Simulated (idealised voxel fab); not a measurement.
Name of the process module below: voxel wiring stack
The figure presents cross-section cut, which has a width of 240 nm and is divided into square cells with an edge length of 5 nm.
Format of a cross-section: grid, square cells. Given as bands. Order: top down. Band: one or more rows of cells.
It is stipulated that each band's entry specify, in nanometres, the height of the top of the band and then that of its bottom, followed by the materials of the band in left-to-right sequence, each together with its width in nanometres. A single material marked by the word "edge to edge" is understood to fill the band from edge to edge; the word "air" is understood to denote empty space.
Basically, 0 is our baseline, since under it the wafer straight out of the box is all one material. The bottom band has no lower end and keeps on going down, so it looks like "z 0 and below".
The notation "30..40" denotes a width that varies across the rows of cells in the band, beginning at the first number in the top row, finishing at the second number in the bottom row, and changing by an identical amount from each row to the next.
Any step labelled "no modifications" changed none of the cells in the cross-section.
So "Catalogued sealed voids" is basically the list of trapped voids: any empty space of 8 cells or more that can't reach the top through an opening. They're written width x height at distance, the distance being from the left edge, and it's all nm.
What comes after the settings on a step's line is commentary from the simulator itself on that step.
You can add "overlay nm" to a step's line. For a step with a mask, it describes how far the mask lay to the right of its planned position, and a negative number describes a lay to the left.

So here's the lineup of process steps we planned:
1. RECEIVE,material Si
2. CONFORMAL_DEP,material SiO2,thk nm 15
3. DIRECTIONAL_DEP,material TiN,thk nm 5
4. DIRECTIONAL_DEP,material Ru,thk nm 20
5. MASKED_ETCH,tone cover,mask id METAL_1,width nm 25,pitch nm 40,etch materials Ru,depth nm 20,overlay nm 0
6. MASKED_ETCH,tone cover,mask id METAL_1,width nm 25,pitch nm 40,etch materials TiN,depth nm 5,overlay nm 0
7. FILL_DEP,material SiO2,thk nm 5
8. CMP,height nm 40
9. CONFORMAL_DEP,material SiCN,thk nm 5
10. DIRECTIONAL_DEP,material lowk,thk nm 15
11. MASKED_ETCH,tone open,mask id PLUG_1,width nm 15,pitch nm 40,etch materials lowk,depth nm 15,overlay nm 0
12. MASKED_ETCH,tone open,mask id PLUG_1,width nm 15,pitch nm 40,etch materials SiCN,depth nm 5,overlay nm 0
13. EPI,material Ru,thk nm 10
14. EPI,material Ru,thk nm 10
15. CONFORMAL_DEP,material SiN,thk nm 5
16. DIRECTIONAL_DEP,material SiO2,thk nm 15
17. DIRECTIONAL_DEP,material aC,thk nm 15
18. PATTERN,tone open,mask id METAL_2,material resist,width nm 25,pitch nm 40,thk nm 30,overlay nm 0
19. DIRECTIONAL_ETCH,etch materials aC,depth nm 15
20. STRIP,etch materials resist
21. DIRECTIONAL_ETCH,etch materials SiO2,depth nm 15
22. DIRECTIONAL_ETCH,etch materials SiN,depth nm 5
23. STRIP,etch materials aC
24. CONFORMAL_DEP,material TiN,thk nm 5
25. FILL_DEP,material Cu,thk nm 5
26. CMP,height nm 80
27. CONFORMAL_DEP,material SiCN,thk nm 5
28. DIRECTIONAL_DEP,material SiO2,thk nm 25
29. MASKED_ETCH,tone open,mask id METAL_3_HOLES,width nm 15,etch materials SiO2,depth nm 25,overlay nm 0
30. DIRECTIONAL_DEP,material aC,thk nm 15
31. PATTERN,tone open,mask id METAL_3,material resist,width nm 25,pitch nm 40,thk nm 30,overlay nm 0
32. DIRECTIONAL_ETCH,etch materials aC,depth nm 15
33. STRIP,etch materials resist
34. DIRECTIONAL_ETCH,etch materials SiO2,depth nm 15
35. DIRECTIONAL_ETCH,etch materials SiCN,depth nm 5
36. STRIP,etch materials aC
37. CONFORMAL_DEP,material TiN,thk nm 5
38. FILL_DEP,material Ru,thk nm 10
39. CMP,height nm 110
40. CONFORMAL_DEP,material SiCN,thk nm 5
41. DIRECTIONAL_DEP,material SiO2,thk nm 30
42. PATTERN,tone open,mask id METAL_4,material resist,width nm 25,pitch nm 40,thk nm 20,overlay nm 0
43. DIRECTIONAL_ETCH,etch materials SiO2,depth nm 20
44. STRIP,etch materials resist
45. MASKED_ETCH,tone open,mask id METAL_4_HOLES,width nm 15,pitch nm 40,etch materials SiO2,depth nm 10,overlay nm 0
46. MASKED_ETCH,tone open,mask id METAL_4_HOLES,width nm 15,pitch nm 40,etch materials SiCN,depth nm 5,overlay nm 0
47. CONFORMAL_DEP,material TiN,thk nm 5
48. FILL_DEP,material Cu,thk nm 5
49. CMP,height nm 145
50. CONFORMAL_DEP,material SiN,thk nm 5

So this is the incoming wafer in cross-section - it's already been through step 1:
* z 0 and below: Si edge to edge
* Catalogued sealed voids: none

First wafer at the end, as planned:
* z 150 to 145: SiN edge to edge
* z 145 to 130: 85 SiO2; 5 TiN; 15 Cu; 5 TiN; 15 SiO2; 5 TiN; 15 Cu; 5 TiN; 90 SiO2
* z 130 to 125: 85 SiO2; 5 TiN; 5 Cu; 15 TiN; 15 SiO2; 5 TiN; 5 Cu; 15 TiN; 90 SiO2
* z 125 to 115: 85 SiO2; 5 TiN; 5 Cu; 5 TiN; 25 SiO2; 5 TiN; 5 Cu; 5 TiN; 100 SiO2
* z 115 to 110: 85 SiCN; 15 TiN; 25 SiCN; 15 TiN; 100 SiCN
* z 110 to 100: 85 SiO2; 5 TiN; 15 Ru; 5 TiN; 15 SiO2; 5 TiN; 15 Ru; 5 TiN; 90 SiO2
* z 100 to 95: 85 SiO2; 5 TiN; 5 Ru; 15 TiN; 15 SiO2; 25 TiN; 90 SiO2
* z 95 to 85: 85 SiO2; 5 TiN; 5 Ru; 5 TiN; 140 SiO2
* z 85 to 80: 85 SiCN; 15 TiN; 140 SiCN
* z 80 to 65: 85 SiO2; 5 TiN; 15 Cu; 5 TiN; 15 SiO2; 5 TiN; 15 Cu; 5 TiN; 90 SiO2
* z 65 to 60: 85 SiN; 25 TiN; 15 SiN; 25 TiN; 90 SiN
* z 60 to 45: 85 lowk; 15 Ru; 25 lowk; 15 Ru; 100 lowk
* z 45 to 40: 85 SiCN; 15 Ru; 25 SiCN; 15 Ru; 100 SiCN
* z 40 to 20: 85 SiO2; 25 Ru; 15 SiO2; 25 Ru; 90 SiO2
* z 20 to 15: 85 SiO2; 25 TiN; 15 SiO2; 25 TiN; 90 SiO2
* z 15 to 0: SiO2 edge to edge
* z 0 and below: Si edge to edge
* Catalogued sealed voids: none

Presented here is a cross-section of the second of the two wafers as it stood at the end of the module. It was started in the same manner and assigned the same plan as the first wafer; however, one mistake was made in its execution:
* z 150 to 145: SiN edge to edge
* z 145 to 130: 85 SiO2; 5 TiN; 15 Cu; 5 TiN; 15 SiO2; 5 TiN; 15 Cu; 5 TiN; 90 SiO2
* z 130 to 125: 85 SiO2; 5 TiN; 5 Cu; 15 TiN; 15 SiO2; 5 TiN; 5 Cu; 15 TiN; 90 SiO2
* z 125 to 115: 85 SiO2; 5 TiN; 5 Cu; 5 TiN; 25 SiO2; 5 TiN; 5 Cu; 5 TiN; 100 SiO2
* z 115 to 110: 85 SiCN; 15 TiN; 25 SiCN; 15 TiN; 100 SiCN
* z 110 to 100: 85 SiO2; 5 TiN; 15 Ru; 5 TiN; 15 SiO2; 5 TiN; 15 Ru; 5 TiN; 90 SiO2
* z 100 to 95: 85 SiO2; 5 TiN; 5 Ru; 15 TiN; 15 SiO2; 25 TiN; 90 SiO2
* z 95 to 85: 85 SiO2; 5 TiN; 5 Ru; 5 TiN; 140 SiO2
* z 85 to 80: 85 SiCN; 15 TiN; 140 SiCN
* z 80 to 65: 80 Cu; 5 TiN; 25 SiO2; 5 TiN; 5 Cu; 5 TiN; 25 SiO2; 5 TiN; 85 Cu
* z 65 to 60: 85 TiN; 25 SiN; 15 TiN; 25 SiN; 90 TiN
* z 60 to 45: 85 lowk; 15 Ru; 25 lowk; 15 Ru; 100 lowk
* z 45 to 40: 85 SiCN; 15 Ru; 25 SiCN; 15 Ru; 100 SiCN
* z 40 to 20: 85 SiO2; 25 Ru; 15 SiO2; 25 Ru; 90 SiO2
* z 20 to 15: 85 SiO2; 25 TiN; 15 SiO2; 25 TiN; 90 SiO2
* z 15 to 0: SiO2 edge to edge
* z 0 and below: Si edge to edge
* Catalogued sealed voids: none
Processing error: step 18 deviated from plan and actually ran as PATTERN,tone cover,mask id METAL_2,material resist,width nm 25,pitch nm 40,thk nm 30,overlay nm 0
At the finish, the second wafer shows more or fewer cells for some materials than the first does: +84 Cu, -28 SiN, -84 SiO2, +28 TiN
